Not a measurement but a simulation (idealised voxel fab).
Title: Process Module voxel transistor to metal
We display cut, a cross-section 185 nm in width whose square cells are each 5 nm.
A cross-section is written here as square cells arranged in a grid, and it is given in bands from the top down, each band taking up one or more rows of cells.
It is stipulated that each band's entry specify, in nanometres, the height of the top of the band and then that of its bottom, followed by the materials of the band in left-to-right sequence, each together with its width in nanometres. A single material marked by the word "edge to edge" is understood to fill the band from edge to edge; the word "empty" is understood to denote empty space.
Ref level 0: as-received wafer is one material below here. Bottom band extends down with no lower bound ("0 and below").
With a width like "30..40", each row of cells in the band differs from the next by the same amount, the top row carrying the first number and the bottom row the second.
Key: "remained unchanged" - step with no changed cell in the cross-section.
This entry, "Fully sealed cavities", enumerates those empty regions of no fewer than 8 cells that possess no open connection to the top. Each region is reported in the form width x height at distance, the distance being taken from the left edge, with all three quantities expressed in nm.
Read whatever lies past the settings on a step's line as the simulator's own remark about the step.
overlay nm: on a step with a mask, how far right of its planned place the mask lay; negative means left.
THESE ARE THE STEPS WE PLANNED FOR THE PROCESS
step 1: RECEIVE (material Si)
step 2: OXIDIZE (depth nm 5)
step 3: CONFORMAL_DEP (material SiN; thk nm 15)
step 4: MASKED_ETCH (tone cover; mask id ACTIVE; width nm 110; etch materials SiN; depth nm 15; overlay nm 0)
step 5: MASKED_ETCH (tone cover; mask id ACTIVE; width nm 110; etch materials SiO2; depth nm 5; overlay nm 0)
step 6: MASKED_ETCH (tone cover; mask id ACTIVE; width nm 110; etch materials Si; depth nm 30; overlay nm 0)
step 7: FILL_DEP (material SiO2; thk nm 10)
step 8: CMP (height nm 15)
step 9: SELECTIVE_ETCH (etch materials SiO2; depth nm 5)
step 10: STRIP (etch materials SiN)
step 11: SELECTIVE_ETCH (etch materials SiO2; depth nm 5)
step 12: OXIDIZE (depth nm 5)
step 13: DIRECTIONAL_DEP (material polySi; thk nm 20)
step 14: DIRECTIONAL_DEP (material SiCN; thk nm 15)
step 15: MASKED_ETCH (tone cover; mask id GATE; width nm 20; etch materials SiCN; depth nm 25; overlay nm 0)
step 16: MASKED_ETCH (tone cover; mask id GATE; width nm 20; etch materials polySi; depth nm 30; overlay nm 0)
step 17: CONFORMAL_DEP (material SiN; thk nm 10)
step 18: DIRECTIONAL_ETCH (etch materials SiN; depth nm 10)
step 19: DIRECTIONAL_ETCH (etch materials SiO2; depth nm 5)
step 20: DIRECTIONAL_ETCH (etch materials Si; depth nm 5)
step 21: EPI (material nSi; thk nm 5)
step 22: FILL_DEP (material SiO2; thk nm 5)
step 23: CMP (height nm 30)
step 24: DIRECTIONAL_DEP (material SiO2; thk nm 15)
step 25: DIRECTIONAL_DEP (material aC; thk nm 10)
step 26: PATTERN (tone open; mask id CONTACT; material resist; width nm 20; pitch nm 80; thk nm 30; overlay nm 0)
step 27: DIRECTIONAL_ETCH (etch materials aC; depth nm 10)
step 28: STRIP (etch materials resist)
step 29: DIRECTIONAL_ETCH (etch materials SiO2; depth nm 55)
step 30: STRIP (etch materials aC)
step 31: CONFORMAL_DEP (material TiN; thk nm 5)
step 32: FILL_DEP (material Ru; thk nm 10)
step 33: CMP (height nm 45)
step 34: CONFORMAL_DEP (material SiN; thk nm 5)
step 35: DIRECTIONAL_DEP (material SiO2; thk nm 15)
step 36: MASKED_ETCH (tone open; mask id METAL_1; width nm 20; pitch nm 80; etch materials SiO2; depth nm 15; overlay nm 0)
step 37: MASKED_ETCH (tone open; mask id METAL_1; width nm 20; pitch nm 80; etch materials SiN; depth nm 5; overlay nm 0)
step 38: CONFORMAL_DEP (material TiN; thk nm 5)
step 39: FILL_DEP (material Cu; thk nm 5)
step 40: CMP (height nm 65)
step 41: EPI (material Ru; thk nm 5)
step 42: FILL_DEP (material SiCN; thk nm 5)
step 43: DIRECTIONAL_DEP (material lowk; thk nm 30)
step 44: MASKED_ETCH (tone open; mask id METAL_2; width nm 20; pitch nm 80; etch materials lowk; depth nm 15; overlay nm 0)
step 45: PATTERN (tone open; mask id METAL_2_HOLES; material resist; width nm 15; pitch nm 80; thk nm 15; overlay nm 0)
step 46: DIRECTIONAL_ETCH (etch materials lowk; depth nm 15)
step 47: DIRECTIONAL_ETCH (etch materials SiCN; depth nm 5)
step 48: STRIP (etch materials resist)
step 49: CONFORMAL_DEP (material TiN; thk nm 5)
step 50: FILL_DEP (material Cu; thk nm 10)
step 51: CMP (height nm 105)
step 52: CONFORMAL_DEP (material SiCN; thk nm 5)
THE CROSS-SECTION HERE SHOWS THE WAFER AS RECEIVED, I.E. IN ITS STATE AFTER STEP 1
- 0 and below | Si edge to edge
- Fully sealed cavities: none
FIRST OF TWO WAFERS AT THE END OF THE MODULE, SHOWN IN CROSS-SECTION; RUN CARRIED OUT AS PLANNED
- 110 down to 105 | SiCN edge to edge
- 105 down to 95 | lowk 40 nm, TiN 5 nm, Cu 10 nm, TiN 5 nm, lowk 60 nm, TiN 5 nm, Cu 10 nm, TiN 5 nm, lowk 45 nm
- 95 down to 90 | lowk 40 nm, TiN 5 nm, Cu 5 nm, TiN 10 nm, lowk 60 nm, TiN 5 nm, Cu 5 nm, TiN 10 nm, lowk 45 nm
- 90 down to 75 | lowk 40 nm, TiN 5 nm, Cu 5 nm, TiN 5 nm, lowk 65 nm, TiN 5 nm, Cu 5 nm, TiN 5 nm, lowk 50 nm
- 75 down to 70 | SiCN 40 nm, TiN 15 nm, SiCN 65 nm, TiN 15 nm, SiCN 50 nm
- 70 down to 65 | SiCN 35 nm, Ru 30 nm, SiCN 50 nm, Ru 30 nm, SiCN 40 nm
- 65 down to 50 | SiO2 40 nm, TiN 5 nm, Cu 10 nm, TiN 5 nm, SiO2 60 nm, TiN 5 nm, Cu 10 nm, TiN 5 nm, SiO2 45 nm
- 50 down to 45 | SiN 40 nm, TiN 20 nm, SiN 60 nm, TiN 20 nm, SiN 45 nm
- 45 down to 30 | SiO2 40 nm, TiN 5 nm, Ru 10 nm, TiN 5 nm, SiO2 60 nm, TiN 5 nm, Ru 10 nm, TiN 5 nm, SiO2 45 nm
- 30 down to 15 | SiO2 40 nm, TiN 5 nm, Ru 10 nm, TiN 5 nm, SiO2 10 nm, SiN 10 nm, SiCN 20 nm, SiN 10 nm, SiO2 10 nm, TiN 5 nm, Ru 10 nm, TiN 5 nm, SiO2 45 nm
- 15 down to 5 | SiO2 40 nm, TiN 5 nm, Ru 10 nm, TiN 5 nm, SiO2 10 nm, SiN 10 nm, polySi 20 nm, SiN 10 nm, SiO2 10 nm, TiN 5 nm, Ru 10 nm, TiN 5 nm, SiO2 45 nm
- 5 down to -5 | SiO2 30 nm, SiN 10 nm, TiN 5..10 nm, Ru 10..5 nm, TiN 5 nm, SiO2 10 nm, SiN 10 nm, polySi 20 nm, SiN 10 nm, SiO2 10 nm, TiN 5 nm, Ru 10..5 nm, TiN 5..10 nm, SiN 10 nm, SiO2 35 nm
- -5 down to -10 | SiO2 40 nm, nSi 5 nm, TiN 15 nm, SiO2 5 nm, nSi 5 nm, SiO2 40 nm, nSi 5 nm, SiO2 5 nm, TiN 15 nm, nSi 5 nm, SiO2 45 nm
- -10 down to -15 | SiO2 35 nm, Si 5 nm, nSi 30 nm, Si 40 nm, nSi 30 nm, Si 5 nm, SiO2 40 nm
- -15 down to -35 | SiO2 35 nm, Si 110 nm, SiO2 40 nm
- -35 and below | Si edge to edge
- Fully sealed cavities: none
CROSS-SECTIONAL IMAGE OF THE SECOND WAFER OF THE TWO FOLLOWING COMPLETION OF THE MODULE. STARTING STATE AND PROCESS PLAN WERE THE SAME AS FOR THE FIRST WAFER; ONE EXECUTION ERROR OCCURRED
- 110 down to 105 | SiCN edge to edge
- 105 down to 95 | lowk 40 nm, TiN 5 nm, Cu 10 nm, TiN 5 nm, lowk 60 nm, TiN 5 nm, Cu 10 nm, TiN 5 nm, lowk 45 nm
- 95 down to 90 | lowk 40 nm, TiN 5 nm, Cu 5 nm, TiN 10 nm, lowk 60 nm, TiN 5 nm, Cu 5 nm, TiN 10 nm, lowk 45 nm
- 90 down to 75 | lowk 40 nm, TiN 5 nm, Cu 5 nm, TiN 5 nm, lowk 65 nm, TiN 5 nm, Cu 5 nm, TiN 5 nm, lowk 50 nm
- 75 down to 70 | SiCN 40 nm, TiN 15 nm, SiCN 65 nm, TiN 15 nm, SiCN 50 nm
- 70 down to 65 | SiCN 35 nm, Ru 30 nm, SiCN 50 nm, Ru 30 nm, SiCN 40 nm
- 65 down to 50 | SiO2 40 nm, TiN 5 nm, Cu 10 nm, TiN 5 nm, SiO2 60 nm, TiN 5 nm, Cu 10 nm, TiN 5 nm, SiO2 45 nm
- 50 down to 45 | SiN 40 nm, TiN 20 nm, SiN 60 nm, TiN 20 nm, SiN 45 nm
- 45 down to 30 | SiO2 40 nm, TiN 5 nm, Ru 10 nm, TiN 5 nm, SiO2 60 nm, TiN 5 nm, Ru 10 nm, TiN 5 nm, SiO2 45 nm
- 30 down to 15 | SiO2 40 nm, TiN 5 nm, Ru 10 nm, TiN 5 nm, SiO2 10 nm, SiN 10 nm, SiCN 20 nm, SiN 10 nm, SiO2 10 nm, TiN 5 nm, Ru 10 nm, TiN 5 nm, SiO2 45 nm
- 15 down to 5 | SiO2 40 nm, TiN 5..10 nm, Ru 10..5 nm, TiN 5 nm, SiO2 10 nm, SiN 10 nm, polySi 20 nm, SiN 10 nm, SiO2 10 nm, TiN 5 nm, Ru 10 nm, TiN 5 nm, SiO2 45 nm
- 5 down to 0 | SiO2 35 nm, SiN 10 nm, TiN 5 nm, Ru 5 nm, TiN 5 nm, SiO2 10 nm, SiN 10 nm, polySi 20 nm, SiN 10 nm, SiO2 10 nm, TiN 5 nm, Ru 10 nm, TiN 5 nm, SiN 10 nm, SiO2 35 nm
- 0 down to -5 | SiO2 35 nm, SiN 10 nm, TiN 15 nm, SiO2 10 nm, SiN 10 nm, polySi 20 nm, SiN 10 nm, SiO2 10 nm, TiN 5 nm, Ru 5 nm, TiN 10 nm, SiN 10 nm, SiO2 35 nm
- -5 down to -10 | SiO2 45 nm, nSi 5 nm, TiN 10 nm, SiO2 5 nm, nSi 5 nm, SiO2 40 nm, nSi 5 nm, SiO2 5 nm, TiN 15 nm, nSi 5 nm, SiO2 45 nm
- -10 down to -15 | SiO2 35 nm, Si 10 nm, nSi 25 nm, Si 40 nm, nSi 30 nm, Si 5 nm, SiO2 40 nm
- -15 down to -35 | SiO2 35 nm, Si 110 nm, SiO2 40 nm
- -35 and below | Si edge to edge
- Fully sealed cavities: none
Where did the run depart from the plan? step 4 did not use the planned setting and instead ran as MASKED_ETCH (tone cover; mask id ACTIVE; width nm 105; etch materials SiN; depth nm 15; overlay nm 0)
Final tally in cells, some materials are higher or lower on the second wafer than on the first: 3 fewer of Ru, 1 more of Si, 3 more of SiO2, 1 fewer of nSi
